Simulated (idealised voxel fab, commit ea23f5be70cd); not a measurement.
The following is a process module called voxel lift off.
The cross-section shown here is cut; it is 155 nm wide and divided into square cells measuring 5 nm on a side.
A cross-section is written here as square cells arranged in a grid, and it is given in bands from the top down, each band taking up one or more rows of cells. The band entry comprises the height of the band's top followed by the height of its bottom, expressed in nm, and subsequently the band's materials from left to right, each stated together with its width in nm. Where a single material is marked with the word "full width", that material fills the band from edge to edge. The word "air" represents empty space. Heights from 0 (as-received wafer is one material below). Bottom band endless downward, as "z 0 and below". The width entry "30 to 40" should be interpreted row by row: the top row of cells in the band takes the first number, the bottom row takes the second number, and the change between adjacent rows is uniform throughout. "left unchanged", as given for a step, is the statement that not any cell of the cross-section underwent a change during that step. Basically, "Fully enclosed voids" tells you about the enclosed voids: empty spaces with no open way to the top, 8 cells or bigger, each written width x height at distance, where distance is from the left edge, all in nm. Heads up: the bit after the settings on a step's line is the simulator's remark on that step. overlay nm: for a step with a mask, the amount by which the mask lay right of where it was planned; a negative amount means left of it.

Set out below are the planned steps of the process:
| 1 | RECEIVE: material Si |
| 2 | CONFORMAL_DEP: material SiO2, thk nm 15 |
| 3 | PATTERN: tone open, mask id LINES, material resist, width nm 20, pitch nm 50, thk nm 30, overlay nm 0 |
| 4 | DIRECTIONAL_DEP: material Ru, thk nm 15 |
| 5 | STRIP: etch materials resist |
| 6 | CONFORMAL_DEP: material SiCN, thk nm 10 |

So, the first of our two wafers, run just as we planned it:

Wafer cross-section on receipt, i.e. after step 1:
  z 0 and below: Si full width
  Fully enclosed voids: none

The wafer in cross-section once step 2 is complete:
  z 15 to 0: SiO2 full width
  Under the height 0 nothing was changed.

The wafer in cross-section once step 3 is complete:
  z 45 to 15: resist 15, then air 20, then resist 30, then air 20, then resist 30, then air 20, then resist 20
  Under the height 15 nothing was changed.

The wafer in cross-section once step 4 is complete:
  z 60 to 45: Ru 15, then air 20, then Ru 30, then air 20, then Ru 30, then air 20, then Ru 20
  z 45 to 30: resist 15, then air 20, then resist 30, then air 20, then resist 30, then air 20, then resist 20
  z 30 to 15: resist 15, then Ru 20, then resist 30, then Ru 20, then resist 30, then Ru 20, then resist 20
  Under the height 15 nothing was changed.

The wafer in cross-section once step 5 is complete:
  z 30 to 15: air 15, then Ru 20, then air 30, then Ru 20, then air 30, then Ru 20, then air 20
  Under the height 15 nothing was changed.

The wafer in cross-section once step 6 is complete:
  z 40 to 30: air 5, then SiCN 40, then air 10, then SiCN 40, then air 10, then SiCN 40, then air 10
  z 30 to 25: air 5, then SiCN 10, then Ru 20, then SiCN 10, then air 10, then SiCN 10, then Ru 20, then SiCN 10, then air 10, then SiCN 10, then Ru 20, then SiCN 10, then air 10
  z 25 to 15: SiCN 15, then Ru 20, then SiCN 30, then Ru 20, then SiCN 30, then Ru 20, then SiCN 20
  Under the height 15 nothing was changed.

The second wafer began exactly as the first did and followed the same plan, but one mistake was made while running it; through step 2 inclusive, the two wafers are identical:

Second wafer, cut view, end of step 3 per plan:
  z 45 to 15: air 15, then resist 20, then air 30, then resist 20, then air 30, then resist 20, then air 20
  Under the height 15 nothing was changed.

Second wafer, cut view, end of step 4 per plan:
  z 60 to 45: air 15, then Ru 20, then air 30, then Ru 20, then air 30, then Ru 20, then air 20
  z 45 to 30: air 15, then resist 20, then air 30, then resist 20, then air 30, then resist 20, then air 20
  z 30 to 15: Ru 15, then resist 20, then Ru 30, then resist 20, then Ru 30, then resist 20, then Ru 20
  Under the height 15 nothing was changed.

Second wafer, cut view, end of step 5 per plan:
  z 30 to 15: Ru 15, then air 20, then Ru 30, then air 20, then Ru 30, then air 20, then Ru 20
  Under the height 15 nothing was changed.

Second wafer, cut view, end of step 6 per plan:
  z 40 to 30: SiCN full width
  z 30 to 15: Ru 15, then SiCN 20, then Ru 30, then SiCN 20, then Ru 30, then SiCN 20, then Ru 20
  Under the height 15 nothing was changed.
Against the plan, the run slipped here: step 3 deviated from plan and actually ran as PATTERN: tone cover, mask id LINES, material resist, width nm 20, pitch nm 50, thk nm 30, overlay nm 0
Wafer comparison, final, in cells, second relative to first, materials more or fewer: Ru: 21 more
